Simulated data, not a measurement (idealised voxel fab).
Presented below is a process module, voxel released beams.
The cross-section shown here is cut; it is 145 nm wide and divided into square cells measuring 5 nm on a side.
This document writes a cross-section as a grid whose cells are square, and gives it as bands, listed from the top down; one or more rows of cells form a band.
Top, bottom (nm), then materials left to right with widths (nm); lone material tagged "everywhere" fills the whole band edge to edge; "empty" = empty space.
Beneath 0, the wafer as received is one material, and that level is where height counting begins. The lowest band goes on downward without a bottom; it is written like "0 nm and below".
You'd read "30 to 40" like this: the band's top row of cells is as wide as the first number, its bottom row is as wide as the second, and going down, every row changes width by the same amount as the row before did.
Step note "everything unchanged" = no cross-section cell changed.
Listed in "Enclosed voids": every empty space of 8 or more cells without an open way to the top. Form: width x height at distance, the distance being from the left edge, all in nm.
Text after the settings on a step's line: the simulator's own remark on that step.
The line of a step may include "overlay nm". On a step with a mask, this value is how far to the right of its planned place the mask lay. A negative value means the mask lay to the left.

# Set out below are the planned steps of the process
1 RECEIVE, material Si
2 CONFORMAL_DEP, material Al2O3, thk nm 5
3 DIRECTIONAL_DEP, material SiO2, thk nm 15
4 DIRECTIONAL_DEP, material aC, thk nm 10
5 PATTERN, tone open, mask id ANCHOR, material resist, width nm 30, thk nm 30, overlay nm 0
6 DIRECTIONAL_ETCH, etch materials aC, depth nm 10
7 STRIP, etch materials resist
8 DIRECTIONAL_ETCH, etch materials SiO2, depth nm 15
9 STRIP, etch materials aC
10 CONFORMAL_DEP, material SiN, thk nm 10
11 DIRECTIONAL_DEP, material aC, thk nm 15
12 PATTERN, tone cover, mask id BEAM, material resist, width nm 90, thk nm 35, overlay nm 0
13 DIRECTIONAL_ETCH, etch materials aC, depth nm 15
14 STRIP, etch materials resist
15 DIRECTIONAL_ETCH, etch materials SiN, depth nm 10
16 STRIP, etch materials aC
17 STRIP, etch materials SiO2

# Wafer at receipt (post step 1), cross-section
    0 nm and below: Si everywhere
    Enclosed voids: none

# What the wafer looks like in cross-section after this module, when it starts as shown above and follows the plan above but one mistake is made in running it
    30 nm to 20 nm: empty=25 / SiN=90 / empty=30
    20 nm to 15 nm: Al2O3 everywhere
    15 nm to 0 nm: SiO2 everywhere
    0 nm and below: Si everywhere
    Enclosed voids: none
Processing error: a sequencing error occurred in which plan steps 2 and 3 were transposed
